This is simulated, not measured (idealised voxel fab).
Name of the process module below: voxel ribs on slabs
We display cut, a cross-section 215 nm in width whose square cells are each 5 nm.
In what follows, cross-sections appear as grids of square cells, described through bands that run from the top down, where every band is one or more rows of cells. It is stipulated that each band's entry specify, in nanometres, the height of the top of the band and then that of its bottom, followed by the materials of the band in left-to-right sequence, each together with its width in nanometres. A single material marked by the word "edge to edge" is understood to fill the band from edge to edge; the word "blank" is understood to denote empty space. For the purposes of this specification, 0 denotes the height below which the wafer in its as-received condition is composed wholly of one material, and the lowermost band, lacking a lower limit, extends downward without end, as expressed in "0 down". You'd read "30..40" like this: the band's top row of cells is as wide as the first number, its bottom row is as wide as the second, and going down, every row changes width by the same amount as the row before did. Given "remained the same" for a step, no cell of the cross-section differs between before and after that step. The entry titled "Enclosed internal cavities" provides the empty spaces that have no open way to the top, restricted to those of 8 cells or more. Each is presented as width x height at distance, the distance being measured from the left edge, with all three in nm. after a step's settings: what the simulator itself notes on the step. "overlay nm", when on a step's line for a step with a mask, measures how far to the right of its planned place the mask lay; a negative measure means to the left.

# Process steps - plan
1) RECEIVE (material Si)
2) DIRECTIONAL_DEP (material SiO2; thk nm 30)
3) DIRECTIONAL_DEP (material polySi; thk nm 25)
4) DIRECTIONAL_DEP (material aC; thk nm 15)
5) PATTERN (tone cover; mask id RIB; material resist; width nm 15; thk nm 35; overlay nm 0)
6) DIRECTIONAL_ETCH (etch materials aC; depth nm 15)
7) STRIP (etch materials resist)
8) DIRECTIONAL_ETCH (etch materials polySi; depth nm 20)
9) STRIP (etch materials aC)
10) DIRECTIONAL_DEP (material aC; thk nm 10)
11) PATTERN (tone cover; mask id SLAB; material resist; width nm 55; thk nm 30; overlay nm 0)
12) DIRECTIONAL_ETCH (etch materials aC; depth nm 10)
13) STRIP (etch materials resist)
14) DIRECTIONAL_ETCH (etch materials polySi; depth nm 5)
15) STRIP (etch materials aC)
16) FILL_DEP (material SiO2; thk nm 25)
17) CMP (height nm 70)
18) DIRECTIONAL_DEP (material W; thk nm 5)
19) MASKED_ETCH (tone cover; mask id HEATER; width nm 25; etch materials W; depth nm 5; overlay nm 0)
20) CONFORMAL_DEP (material SiN; thk nm 5)

# Here's what the wafer looked like in cross-section when it arrived - that's after step 1
	0 down = Si edge to edge
	Enclosed internal cavities: none

# Cross-sectional view of the first of the two wafers upon completion of the module, processed in accordance with the plan
	80 to 75 = 90 nm blank  35 nm SiN  90 nm blank
	75 to 70 = 95 nm SiN  25 nm W  95 nm SiN
	70 to 55 = SiO2 edge to edge
	55 to 35 = 100 nm SiO2  15 nm polySi  100 nm SiO2
	35 to 30 = 80 nm SiO2  55 nm polySi  80 nm SiO2
	30 to 0 = SiO2 edge to edge
	0 down = Si edge to edge
	Enclosed internal cavities: none

# Cross-section, wafer two of two, end of module: same start and plan as wafer one, one error in execution
	80 to 75 = 90 nm blank  35 nm SiN  90 nm blank
	75 to 70 = 95 nm SiN  25 nm W  95 nm SiN
	70 to 55 = SiO2 edge to edge
	55 to 35 = 100 nm SiO2  15 nm polySi  100 nm SiO2
	35 to 30 = 85 nm SiO2  45 nm polySi  85 nm SiO2
	30 to 0 = SiO2 edge to edge
	0 down = Si edge to edge
	Enclosed internal cavities: none
Processing error: so step 11 ended up running with a different setting than we planned, it ran as PATTERN (tone cover; mask id SLAB; material resist; width nm 45; thk nm 30; overlay nm 0)
Upon completion, the second wafer contains, in terms of cells, a greater or smaller amount of certain materials than the first wafer: SiO2 +2 | polySi -2
